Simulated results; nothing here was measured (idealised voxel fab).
The following is a process module called voxel lift off.
Displayed cross-section: cut, width of 180 nm, square cells sized 5 nm.
Heads up, the way a cross-section reads in here is a grid of square cells, handed over as bands from the top down, with every band being one or more rows of cells. Basically the band line says how high the top is and how high the bottom is, in nm, and then what's in it from left to right, every material with its width in nm. Empty space shows up as "empty", and if a single material carries "all across" it runs the full band edge to edge. Counting heights begins at 0, where everything beneath is, in the wafer as received, one material. The lowest band has no bottom; it goes on downwards, as "from 0 down" shows. The two numbers in a width such as "30..40" mark its ends across the band: the first belongs to the top row of cells, the second to the bottom row, and from each row to the next the width moves by the same amount. No cell of the cross-section changed in a step that is given as "nothing different". The list in "Unvented internal voids" covers empty spaces of 8 cells or more that cannot reach the top through any open way, and it gives each as width x height at distance; the distance is from the left edge, and width, height and distance are in nm. after a step's settings: what the simulator itself notes on the step. overlay nm: for a step with a mask, the amount by which the mask lay right of where it was planned; a negative amount means left of it.
[This section lists the process steps that were planned]
1) RECEIVE,material Si
2) CONFORMAL_DEP,material Al2O3,thk nm 15
3) PATTERN,tone open,mask id LINES,material resist,width nm 25,pitch nm 50,thk nm 25,overlay nm 0
4) DIRECTIONAL_DEP,material Ru,thk nm 10
5) STRIP,etch materials resist
6) CONFORMAL_DEP,material SiN,thk nm 5
[Incoming wafer, cross-sectional view, post step 1]
> from 0 down = Si all across
> Unvented internal voids: none
[The module was run from the start shown above using the plan shown above, but one mistake was made doing it; the resulting wafer cross-section is below]
> from 30 to 25 = 45 of empty / 35 of SiN / 15 of empty / 35 of SiN / 50 of empty
> from 25 to 20 = 45 of empty / 5 of SiN / 25 of Ru / 5 of SiN / 15 of empty / 5 of SiN / 25 of Ru / 5 of SiN / 50 of empty
> from 20 to 15 = 50 of SiN / 25 of Ru / 25 of SiN / 25 of Ru / 55 of SiN
> from 15 to 0 = Ru all across
> from 0 down = Si all across
> Unvented internal voids: none
Error vs. plan: note that step 2 departed from the planned setting and was carried out as CONFORMAL_DEP,material Ru,thk nm 15
